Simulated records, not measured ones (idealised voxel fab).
process module | voxel trench capacitor
cross-section cut | 225 nm wide | cells 5 nm
A cross-section is a grid of square cells, given in bands from the top down. A band is one or more rows of cells.
Each band's line starts with the height of the band's top and of its bottom, in nm. Then come its materials from left to right, each with its width in nm. One material with "throughout" fills the band from edge to edge. "air" is empty space.
Height 0 is the level under which the wafer as received is all one material. The lowest band goes on downwards, as in "0 down".
A width such as "30 to 40" changes by the same amount from each row of cells to the next, from the band's top row to its bottom row.
"no change" after a step means that no cell of the cross-section changed.
closed voids: empty space of 8 cells or more with no open way to the top, each as width x height at its distance from the left edge, in nm
after a step's settings: what the simulator itself notes on the step
overlay nm, on a step with a mask: how far to the right of its planned place the mask lay; to the left if negative
plan
1 op RECEIVE | material Si
2 op CONFORMAL_DEP | material SiN | thk nm 5
3 op DIRECTIONAL_DEP | material aC | thk nm 10
4 op PATTERN | tone open | mask id TRENCH | material resist | width nm 15 | pitch nm 45 | thk nm 25 | overlay nm 0
5 op DIRECTIONAL_ETCH | etch materials aC | depth nm 10
6 op STRIP | etch materials resist
7 op DIRECTIONAL_ETCH | etch materials SiN | depth nm 5
8 op DIRECTIONAL_ETCH | etch materials Si | depth nm 30
9 op STRIP | etch materials aC
10 op CONFORMAL_DEP | material Al2O3 | thk nm 5
11 op FILL_DEP | material polySi | thk nm 10
12 op CMP | height nm 5
as received, after step 1
  0 down: Si throughout
  closed voids: none
a wafer at the end: this start, this plan, one mistake
  5 to 0: SiN 80 | Al2O3 5 | polySi 10 | Al2O3 5 | SiN 25 | Al2O3 5 | polySi 10 | Al2O3 5 | SiN 80
  0 to -25: Si 80 | Al2O3 5 | polySi 10 | Al2O3 5 | Si 25 | Al2O3 5 | polySi 10 | Al2O3 5 | Si 80
  -25 to -30: Si 80 | Al2O3 20 | Si 25 | Al2O3 20 | Si 80
  -30 down: Si throughout
  closed voids: none
what went wrong: step 4 ran as: op PATTERN | tone open | mask id TRENCH | material resist | width nm 20 | pitch nm 45 | thk nm 25 | overlay nm 0
